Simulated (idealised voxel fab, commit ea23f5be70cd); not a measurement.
This section sets out a process module, namely voxel capacitor over wiring.
Section shown: cut. Width: 150 nm. Cell size: 5 nm, square.
Each cross-section below is a grid of square cells, stated as bands in top-down order, with one or more rows of cells making up each band. Top height, bottom height, nm. Materials left to right, width each, nm. Single material + "edge to edge" = fills band edge to edge. "blank" = empty. Height is counted from the level 0, under which the received wafer is composed throughout of one material. The lowest of the bands is not closed at the bottom but continues downward, in the notation "0 -> down". When a width is written as two numbers, as in "30..40", the first number is the width in the top row of cells of the band and the second is the width in its bottom row, and the width changes by the same amount from each row to the next. "nothing was modified", as given for a step, is the statement that not any cell of the cross-section underwent a change during that step. Empty spaces without an open route to the top, at least 8 cells in extent, make up the entry "Closed void entries"; each is given as width x height at distance, where the distance is measured from the left edge, and all are in nm. That trailing text on a step's line, after the settings, is the simulator's own remark on the step. The "overlay nm" setting may appear on a step's line; for a step that uses a mask, it gives how far to the right of its planned position the mask lay, and a negative value indicates the left.
These are the steps we planned for the process:
1: RECEIVE with material Si
2: CONFORMAL_DEP with material SiO2, thk nm 15
3: DIRECTIONAL_DEP with material TiN, thk nm 5
4: DIRECTIONAL_DEP with material Ru, thk nm 15
5: MASKED_ETCH with tone cover, mask id METAL_1, width nm 20, pitch nm 75, etch materials Ru, depth nm 15, overlay nm 0
6: MASKED_ETCH with tone cover, mask id METAL_1, width nm 20, pitch nm 75, etch materials TiN, depth nm 5, overlay nm 0
7: FILL_DEP with material lowk, thk nm 5
8: CMP with height nm 35
9: CONFORMAL_DEP with material SiCN, thk nm 5
10: DIRECTIONAL_DEP with material SiO2, thk nm 10
11: DIRECTIONAL_DEP with material aC, thk nm 10
12: PATTERN with tone open, mask id PLUG_1, material resist, width nm 15, thk nm 30, overlay nm 0
13: DIRECTIONAL_ETCH with etch materials aC, depth nm 10
14: STRIP with etch materials resist
15: DIRECTIONAL_ETCH with etch materials SiO2, depth nm 10
16: DIRECTIONAL_ETCH with etch materials SiCN, depth nm 5
17: STRIP with etch materials aC
18: EPI with material Ru, thk nm 10
19: EPI with material Ru, thk nm 5
20: DIRECTIONAL_DEP with material TiN, thk nm 10
21: DIRECTIONAL_DEP with material Al2O3, thk nm 5
22: DIRECTIONAL_DEP with material TiN, thk nm 5
23: DIRECTIONAL_DEP with material aC, thk nm 10
24: PATTERN with tone cover, mask id UPPER_PLATE, material resist, width nm 60, thk nm 25, overlay nm 0
25: DIRECTIONAL_ETCH with etch materials aC, depth nm 10
26: STRIP with etch materials resist
27: DIRECTIONAL_ETCH with etch materials TiN, depth nm 5
28: DIRECTIONAL_ETCH with etch materials Al2O3, depth nm 5
29: STRIP with etch materials aC
30: DIRECTIONAL_DEP with material aC, thk nm 15
31: PATTERN with tone cover, mask id LOWER_PLATE, material resist, width nm 70, thk nm 30, overlay nm 0
32: DIRECTIONAL_ETCH with etch materials aC, depth nm 15
33: STRIP with etch materials resist
34: DIRECTIONAL_ETCH with etch materials TiN, depth nm 10
35: STRIP with etch materials aC
36: FILL_DEP with material SiO2, thk nm 20
37: CMP with height nm 85
38: MASKED_ETCH with tone open, mask id PLUG_2, width nm 15, etch materials SiO2, depth nm 15, overlay nm 0
39: CONFORMAL_DEP with material TiN, thk nm 5
40: FILL_DEP with material W, thk nm 10
41: CMP with height nm 85
42: CONFORMAL_DEP with material SiN, thk nm 5
Cross-section, incoming material, after step 1:
  0 -> down  Si edge to edge
  Closed void entries: none
The first of two wafers, cross-sectioned at the end of the module, with the run proceeding as planned:
  90 -> 85  SiN edge to edge
  85 -> 75  SiO2: 40, TiN: 5, W: 5, TiN: 5, SiO2: 95
  75 -> 65  SiO2: 40..30, TiN: 15..60, SiO2: 95..60
  65 -> 60  SiO2: 30, Al2O3: 60, SiO2: 60
  60 -> 50  SiO2: 25, TiN: 70, SiO2: 55
  50 -> 40  SiO2: 30, Ru: 15, SiO2: 105
  40 -> 35  SiCN: 30, Ru: 15, SiCN: 105
  35 -> 20  lowk: 25, Ru: 20, lowk: 55, Ru: 20, lowk: 30
  20 -> 15  lowk: 25, TiN: 20, lowk: 55, TiN: 20, lowk: 30
  15 -> 0  SiO2 edge to edge
  0 -> down  Si edge to edge
  Closed void entries: none
Wafer two, end of module, cross-section. Same start, same plan as wafer one. One mistake in the run:
  90 -> 85  SiN edge to edge
  85 -> 75  SiO2: 40, TiN: 5, W: 5, TiN: 5, SiO2: 95
  75 -> 65  SiO2: 40..30, TiN: 15..60, SiO2: 95..60
  65 -> 55  SiO2: 25, TiN: 70, SiO2: 55
  55 -> 50  Al2O3 edge to edge
  50 -> 40  SiO2: 30, Ru: 15, SiO2: 105
  40 -> 35  SiCN: 30, Ru: 15, SiCN: 105
  35 -> 20  lowk: 25, Ru: 20, lowk: 55, Ru: 20, lowk: 30
  20 -> 15  lowk: 25, TiN: 20, lowk: 55, TiN: 20, lowk: 30
  15 -> 0  SiO2 edge to edge
  0 -> down  Si edge to edge
  Closed void entries: none
Error vs. plan: sequence error: steps 20 and 21 interchanged
End check, counted in cells, second wafer has more or fewer of these materials than the first: Al2O3: 18 more; SiO2: 18 fewer
